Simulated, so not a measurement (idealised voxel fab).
process module | voxel transistor to metal
cross-section cut | 295 nm wide | cells 5 nm
A cross-section is a grid of square cells, given in bands from the top down. A band is one or more rows of cells.
Each band's line starts with the height of the band's top and of its bottom, in nm. Then come its materials from left to right, each with its width in nm. One material with "throughout" fills the band from edge to edge. "air" is empty space.
Height 0 is the level under which the wafer as received is all one material. The lowest band goes on downwards, as in "0 down".
A width such as "30 to 40" changes by the same amount from each row of cells to the next, from the band's top row to its bottom row.
"no change" after a step means that no cell of the cross-section changed.
closed voids: empty space of 8 cells or more with no open way to the top, each as width x height at its distance from the left edge, in nm
after a step's settings: what the simulator itself notes on the step
overlay nm, on a step with a mask: how far to the right of its planned place the mask lay; to the left if negative
plan
1 op RECEIVE | material Si
2 op OXIDIZE | depth nm 5
3 op CONFORMAL_DEP | material SiN | thk nm 15
4 op MASKED_ETCH | tone cover | mask id ACTIVE | width nm 115 | pitch nm 135 | etch materials SiN | depth nm 15 | overlay nm 0
5 op MASKED_ETCH | tone cover | mask id ACTIVE | width nm 115 | pitch nm 135 | etch materials SiO2 | depth nm 5 | overlay nm 0
6 op MASKED_ETCH | tone cover | mask id ACTIVE | width nm 115 | pitch nm 135 | etch materials Si | depth nm 35 | overlay nm 0
7 op FILL_DEP | material SiO2 | thk nm 15
8 op CMP | height nm 15
9 op SELECTIVE_ETCH | etch materials SiO2 | depth nm 5
10 op STRIP | etch materials SiN
11 op SELECTIVE_ETCH | etch materials SiO2 | depth nm 5
12 op OXIDIZE | depth nm 5
13 op DIRECTIONAL_DEP | material polySi | thk nm 20
14 op DIRECTIONAL_DEP | material SiCN | thk nm 15
15 op DIRECTIONAL_DEP | material aC | thk nm 15
16 op PATTERN | tone cover | mask id GATE | material resist | width nm 15 | pitch nm 135 | thk nm 35 | overlay nm 0
17 op DIRECTIONAL_ETCH | etch materials aC | depth nm 15
18 op STRIP | etch materials resist
19 op DIRECTIONAL_ETCH | etch materials SiCN | depth nm 25
20 op DIRECTIONAL_ETCH | etch materials polySi | depth nm 30
21 op STRIP | etch materials aC
22 op CONFORMAL_DEP | material SiN | thk nm 5
23 op DIRECTIONAL_ETCH | etch materials SiN | depth nm 5
24 op DIRECTIONAL_ETCH | etch materials SiO2 | depth nm 5
25 op DIRECTIONAL_ETCH | etch materials Si | depth nm 5
26 op EPI | material pSi | thk nm 10
27 op FILL_DEP | material SiO2 | thk nm 10
28 op CMP | height nm 30
29 op DIRECTIONAL_DEP | material SiO2 | thk nm 15
30 op MASKED_ETCH | tone open | mask id CONTACT | width nm 20 | etch materials SiO2 | depth nm 50 | overlay nm 0
31 op CONFORMAL_DEP | material TiN | thk nm 5
32 op FILL_DEP | material W | thk nm 10
33 op CMP | height nm 45
34 op DIRECTIONAL_DEP | material TiN | thk nm 5
35 op DIRECTIONAL_DEP | material Ru | thk nm 20
36 op DIRECTIONAL_DEP | material aC | thk nm 15
37 op PATTERN | tone cover | mask id METAL_1 | material resist | width nm 20 | thk nm 30 | overlay nm 0
38 op DIRECTIONAL_ETCH | etch materials aC | depth nm 15
39 op STRIP | etch materials resist
40 op DIRECTIONAL_ETCH | etch materials Ru | depth nm 20
41 op DIRECTIONAL_ETCH | etch materials TiN | depth nm 5
42 op STRIP | etch materials aC
43 op CONFORMAL_DEP | material SiCN | thk nm 5
44 op FILL_DEP | material SiO2 | thk nm 10
45 op CMP | height nm 70
46 op CONFORMAL_DEP | material SiN | thk nm 5
as received, after step 1
  0 down: Si throughout
  closed voids: none
a wafer at the end: this start, this plan, one mistake
  75 to 70: SiN throughout
  70 to 50: SiO2 25 | SiCN 5 | Ru 20 | SiCN 5 | SiO2 45 | SiCN 5 | Ru 20 | SiCN 5 | SiO2 30 | SiCN 5 | Ru 20 | SiCN 5 | SiO2 45 | SiCN 5 | Ru 20 | SiCN 5 | SiO2 30
  50 to 45: SiCN 30 | TiN 20 | SiCN 55 | TiN 20 | SiCN 40 | TiN 20 | SiCN 55 | TiN 20 | SiCN 35
  45 to 30: SiO2 40 | TiN 5 | W 10 | TiN 5 | SiO2 55 | TiN 5 | W 10 | TiN 5 | SiO2 40 | TiN 5 | W 10 | TiN 5 | SiO2 55 | TiN 5 | W 10 | TiN 5 | SiO2 25
  30 to 15: SiO2 40 | TiN 5 | W 10 | TiN 5 | SiO2 5 | SiN 5 | SiCN 15 | SiN 5 | SiO2 25 | TiN 5 | W 10 | TiN 5 | SiO2 40 | TiN 5 | W 10 | TiN 5 | SiO2 5 | SiN 5 | SiCN 15 | SiN 5 | SiO2 25 | TiN 5 | W 10 | TiN 5 | SiO2 25
  15 to 5: SiO2 40 | TiN 5 | W 10 | TiN 5 | SiO2 5 | SiN 5 | polySi 15 | SiN 5 | SiO2 25 | TiN 5 | W 10 | TiN 5 | SiO2 40 | TiN 5 | W 10 | TiN 5 | SiO2 5 | SiN 5 | polySi 15 | SiN 5 | SiO2 25 | TiN 5 | W 10 | TiN 5 | SiO2 25
  5 to 0: SiO2 15 | SiN 5 | SiO2 20 | TiN 5 | W 5 | TiN 10 | SiO2 5 | SiN 5 | polySi 15 | SiN 5 | SiO2 25 | TiN 5 | W 10 | TiN 5 | SiN 5 | SiO2 10 | SiN 5 | SiO2 20 | TiN 5 | W 5 | TiN 10 | SiO2 5 | SiN 5 | polySi 15 | SiN 5 | SiO2 25 | TiN 5 | W 10 | TiN 5 | SiN 5 | SiO2 20
  0 to -5: SiO2 15 | SiN 5 | SiO2 20 | TiN 15 | pSi 10 | SiN 5 | polySi 15 | SiN 5 | pSi 10 | SiO2 15 | TiN 20 | SiN 5 | SiO2 10 | SiN 5 | SiO2 20 | TiN 15 | pSi 10 | SiN 5 | polySi 15 | SiN 5 | pSi 10 | SiO2 15 | TiN 20 | SiN 5 | SiO2 20
  -5 to -10: SiO2 20 | pSi 45 | SiO2 25 | pSi 45 | SiO2 20 | pSi 45 | SiO2 25 | pSi 45 | SiO2 25
  -10 to -15: SiO2 20 | pSi 45 | Si 25 | pSi 45 | SiO2 20 | pSi 45 | Si 25 | pSi 45 | SiO2 25
  -15 to -40: SiO2 20 | Si 115 | SiO2 20 | Si 115 | SiO2 25
  -40 down: Si throughout
  closed voids: none
what went wrong: step 30 ran as: op MASKED_ETCH | tone open | mask id CONTACT | width nm 20 | etch materials SiO2 | depth nm 50 | overlay nm 10
